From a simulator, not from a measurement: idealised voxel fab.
process module | voxel air gaps
cross-section cut | 205 nm wide | cells 5 nm
A cross-section is a grid of square cells, given in bands from the top down. A band is one or more rows of cells.
Each band's line starts with the height of the band's top and of its bottom, in nm. Then come its materials from left to right, each with its width in nm. One material with "throughout" fills the band from edge to edge. "air" is empty space.
Height 0 is the level under which the wafer as received is all one material. The lowest band goes on downwards, as in "0 down".
A width such as "30 to 40" changes by the same amount from each row of cells to the next, from the band's top row to its bottom row.
"no change" after a step means that no cell of the cross-section changed.
closed voids: empty space of 8 cells or more with no open way to the top, each as width x height at its distance from the left edge, in nm
after a step's settings: what the simulator itself notes on the step
overlay nm, on a step with a mask: how far to the right of its planned place the mask lay; to the left if negative
plan
1 op RECEIVE | material Si
2 op CONFORMAL_DEP | material SiO2 | thk nm 15
3 op CONFORMAL_DEP | material SiN | thk nm 5
4 op DIRECTIONAL_DEP | material lowk | thk nm 40
5 op MASKED_ETCH | tone open | mask id LINES | width nm 25 | pitch nm 55 | etch materials lowk | depth nm 40 | overlay nm 0
6 op CONFORMAL_DEP | material TiN | thk nm 5
7 op FILL_DEP | material Ru | thk nm 5
8 op CMP | height nm 60
9 op EPI | material Ru | thk nm 10
10 op SELECTIVE_ETCH | etch materials lowk | depth nm 50
11 op CONFORMAL_DEP | material SiCN | thk nm 5
first wafer, as planned
as received, after step 1
  0 down: Si throughout
  closed voids: none
after step 2
  15 to 0: SiO2 throughout
  below 0: unchanged
after step 3
  20 to 15: SiN throughout
  below 15: unchanged
after step 4
  60 to 20: lowk throughout
  below 20: unchanged
after step 5
  60 to 20: lowk 35 | air 25 | lowk 30 | air 25 | lowk 30 | air 25 | lowk 35
  below 20: unchanged
after step 6
  65 to 60: TiN 40 | air 15 | TiN 40 | air 15 | TiN 40 | air 15 | TiN 40
  60 to 25: lowk 35 | TiN 5 | air 15 | TiN 5 | lowk 30 | TiN 5 | air 15 | TiN 5 | lowk 30 | TiN 5 | air 15 | TiN 5 | lowk 35
  25 to 20: lowk 35 | TiN 25 | lowk 30 | TiN 25 | lowk 30 | TiN 25 | lowk 35
  below 20: unchanged
after step 7
  70 to 65: Ru throughout
  65 to 60: TiN 40 | Ru 15 | TiN 40 | Ru 15 | TiN 40 | Ru 15 | TiN 40
  60 to 25: lowk 35 | TiN 5 | Ru 15 | TiN 5 | lowk 30 | TiN 5 | Ru 15 | TiN 5 | lowk 30 | TiN 5 | Ru 15 | TiN 5 | lowk 35
  below 25: unchanged
after step 8
  60 to 25: lowk 35 | TiN 5 | Ru 15 | TiN 5 | lowk 30 | TiN 5 | Ru 15 | TiN 5 | lowk 30 | TiN 5 | Ru 15 | TiN 5 | lowk 35
  below 25: unchanged
after step 9
  70 to 60: air 25 | Ru 45 | air 10 | Ru 45 | air 10 | Ru 45 | air 25
  below 60: unchanged
after step 10
  70 to 60: air 25 | Ru 45 | air 10 | Ru 45 | air 10 | Ru 45 | air 25
  60 to 25: air 35 | TiN 5 | Ru 15 | TiN 5 | air 30 | TiN 5 | Ru 15 | TiN 5 | air 30 | TiN 5 | Ru 15 | TiN 5 | air 35
  25 to 20: air 35 | TiN 25 | air 30 | TiN 25 | air 30 | TiN 25 | air 35
  below 20: unchanged
after step 11
  75 to 70: air 20 | SiCN 165 | air 20
  70 to 60: air 20 | SiCN 5 | Ru 45 | SiCN 10 | Ru 45 | SiCN 10 | Ru 45 | SiCN 5 | air 20
  60 to 55: air 20 | SiCN 15 | TiN 5 | Ru 15 | TiN 5 | SiCN 30 | TiN 5 | Ru 15 | TiN 5 | SiCN 30 | TiN 5 | Ru 15 | TiN 5 | SiCN 15 | air 20
  55 to 25: air 30 | SiCN 5 | TiN 5 | Ru 15 | TiN 5 | SiCN 5 | air 20 | SiCN 5 | TiN 5 | Ru 15 | TiN 5 | SiCN 5 | air 20 | SiCN 5 | TiN 5 | Ru 15 | TiN 5 | SiCN 5 | air 30
  25 to 20: SiCN 35 | TiN 25 | SiCN 30 | TiN 25 | SiCN 30 | TiN 25 | SiCN 35
  below 20: unchanged
  closed voids: 20 x 30 at 65; 20 x 30 at 120
second wafer: like start, like plan, one mistake. Through step 10 it matches the first wafer
when step 11 should have ended
  85 to 70: air 10 | SiCN 185 | air 10
  70 to 60: air 10 | SiCN 15 | Ru 45 | SiCN 10 | Ru 45 | SiCN 10 | Ru 45 | SiCN 15 | air 10
  60 to 55: air 10 | SiCN 25 | TiN 5 | Ru 15 | TiN 5 | SiCN 30 | TiN 5 | Ru 15 | TiN 5 | SiCN 30 | TiN 5 | Ru 15 | TiN 5 | SiCN 25 | air 10
  55 to 45: air 10 | SiCN 25 | TiN 5 | Ru 15 | TiN 5 | SiCN 5 | air 20 | SiCN 5 | TiN 5 | Ru 15 | TiN 5 | SiCN 5 | air 20 | SiCN 5 | TiN 5 | Ru 15 | TiN 5 | SiCN 25 | air 10
  45 to 35: air 20 | SiCN 15 | TiN 5 | Ru 15 | TiN 5 | SiCN 5 | air 20 | SiCN 5 | TiN 5 | Ru 15 | TiN 5 | SiCN 5 | air 20 | SiCN 5 | TiN 5 | Ru 15 | TiN 5 | SiCN 15 | air 20
  35 to 25: SiCN 35 | TiN 5 | Ru 15 | TiN 5 | SiCN 5 | air 20 | SiCN 5 | TiN 5 | Ru 15 | TiN 5 | SiCN 5 | air 20 | SiCN 5 | TiN 5 | Ru 15 | TiN 5 | SiCN 35
  25 to 20: SiCN 35 | TiN 25 | SiCN 30 | TiN 25 | SiCN 30 | TiN 25 | SiCN 35
  below 20: unchanged
  closed voids: 20 x 30 at 65; 20 x 30 at 120
what went wrong: step 11 ran as: op CONFORMAL_DEP | material SiCN | thk nm 15
at the end the second wafer has, in cells: 138 more of SiCN
